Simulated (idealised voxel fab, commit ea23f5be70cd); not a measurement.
Process module name: voxel capacitor over wiring
We display cut, a cross-section 225 nm in width whose square cells are each 5 nm.
We lay out every cross-section as a grid of square cells and spell it out in bands from the top down, where one band means one or more rows of cells. A band entry consists of two parts. The first gives the height of the band's top and the height of its bottom, in nm. The rest lists the band's materials from left to right, each with its width in nm. A single material labelled with the word "everywhere" fills the band from edge to edge, and the word "blank" marks empty space. Heights are expressed relative to 0, this being the level below which the as-received wafer comprises one material exclusively. The lowest band is unbounded in the downward direction and is denoted as in "0 nm and below". A width given as "30 to 40" starts at the first number in the band's top row and ends at the second number in its bottom row, shifting by an equal amount at every step from row to row. "no change" after a step means that no cell of the cross-section changed. Any empty space of 8 cells or more lacking an open way to the top shows up in "Enclosed cavities" as width x height at distance, distance from the left edge, in nm. Whatever follows a step's settings on its line is a remark the simulator itself makes about that step. "overlay nm" on a masked step: distance the mask lay right of its planned place, negative for left.
Set out below are the planned steps of the process
step 1: RECEIVE | material Si
step 2: CONFORMAL_DEP | material SiO2 | thk nm 10
step 3: DIRECTIONAL_DEP | material TiN | thk nm 5
step 4: DIRECTIONAL_DEP | material Ru | thk nm 20
step 5: PATTERN | tone cover | mask id METAL_1 | material resist | width nm 25 | pitch nm 85 | thk nm 15 | overlay nm 0
step 6: DIRECTIONAL_ETCH | etch materials Ru | depth nm 20
step 7: DIRECTIONAL_ETCH | etch materials TiN | depth nm 5
step 8: STRIP | etch materials resist
step 9: CONFORMAL_DEP | material SiN | thk nm 5
step 10: FILL_DEP | material SiO2 | thk nm 5
step 11: CMP | height nm 35
step 12: CONFORMAL_DEP | material SiCN | thk nm 5
step 13: DIRECTIONAL_DEP | material lowk | thk nm 20
step 14: DIRECTIONAL_DEP | material aC | thk nm 15
step 15: PATTERN | tone open | mask id PLUG_1 | material resist | width nm 15 | thk nm 30 | overlay nm 0
step 16: DIRECTIONAL_ETCH | etch materials aC | depth nm 15
step 17: STRIP | etch materials resist
step 18: DIRECTIONAL_ETCH | etch materials lowk | depth nm 20
step 19: DIRECTIONAL_ETCH | etch materials SiCN | depth nm 5
step 20: STRIP | etch materials aC
step 21: CONFORMAL_DEP | material TiN | thk nm 5
step 22: FILL_DEP | material W | thk nm 5
step 23: CMP | height nm 60
step 24: DIRECTIONAL_DEP | material TiN | thk nm 10
step 25: DIRECTIONAL_DEP | material SiN | thk nm 5
step 26: DIRECTIONAL_DEP | material TiN | thk nm 10
step 27: MASKED_ETCH | tone cover | mask id UPPER_PLATE | width nm 65 | etch materials TiN | depth nm 10 | overlay nm -15
step 28: MASKED_ETCH | tone cover | mask id UPPER_PLATE | width nm 65 | etch materials SiN | depth nm 5 | overlay nm 0
step 29: DIRECTIONAL_DEP | material aC | thk nm 15
step 30: PATTERN | tone cover | mask id LOWER_PLATE | material resist | width nm 75 | thk nm 30 | overlay nm 0
step 31: DIRECTIONAL_ETCH | etch materials aC | depth nm 15
step 32: STRIP | etch materials resist
step 33: DIRECTIONAL_ETCH | etch materials TiN | depth nm 10
step 34: STRIP | etch materials aC
step 35: FILL_DEP | material SiO2 | thk nm 15
step 36: CMP | height nm 95
step 37: PATTERN | tone open | mask id PLUG_2 | material resist | width nm 15 | thk nm 15 | overlay nm 0
step 38: DIRECTIONAL_ETCH | etch materials SiO2 | depth nm 10
step 39: STRIP | etch materials resist
step 40: CONFORMAL_DEP | material TiN | thk nm 5
step 41: FILL_DEP | material Cu | thk nm 10
step 42: CMP | height nm 95
step 43: CONFORMAL_DEP | material SiCN | thk nm 5
The plan shows the overlay nm of step 27 as the first wafer had it; this setting differs between the wafers, which start out alike.
Cut through the first of several wafers as received, post step 1
- 0 nm and below = Si everywhere
- Enclosed cavities: none
Below is a per-wafer table. In it, each row describes the wafer at the end of the module by giving, for each material, the number of cells gained (+) or lost (-) since the wafer was received, and after that the closed voids of the wafer
overlay nm -15 | +1 Cu | +40 Ru | +87 SiCN | +67 SiN | +451 SiO2 | +82 TiN | +4 W | +168 lowk | Enclosed cavities: none
overlay nm -10 | +1 Cu | +40 Ru | +87 SiCN | +66 SiN | +452 SiO2 | +82 TiN | +4 W | +168 lowk | Enclosed cavities: none
overlay nm -5 | +1 Cu | +40 Ru | +87 SiCN | +65 SiN | +453 SiO2 | +82 TiN | +4 W | +168 lowk | Enclosed cavities: none
overlay nm 0 | +1 Cu | +40 Ru | +87 SiCN | +64 SiN | +454 SiO2 | +82 TiN | +4 W | +168 lowk | Enclosed cavities: none
overlay nm 5 | +1 Cu | +40 Ru | +87 SiCN | +65 SiN | +453 SiO2 | +82 TiN | +4 W | +168 lowk | Enclosed cavities: none
overlay nm 10 | +1 Cu | +40 Ru | +87 SiCN | +66 SiN | +452 SiO2 | +82 TiN | +4 W | +168 lowk | Enclosed cavities: none
overlay nm 15 | +1 Cu | +40 Ru | +87 SiCN | +67 SiN | +451 SiO2 | +82 TiN | +4 W | +168 lowk | Enclosed cavities: none
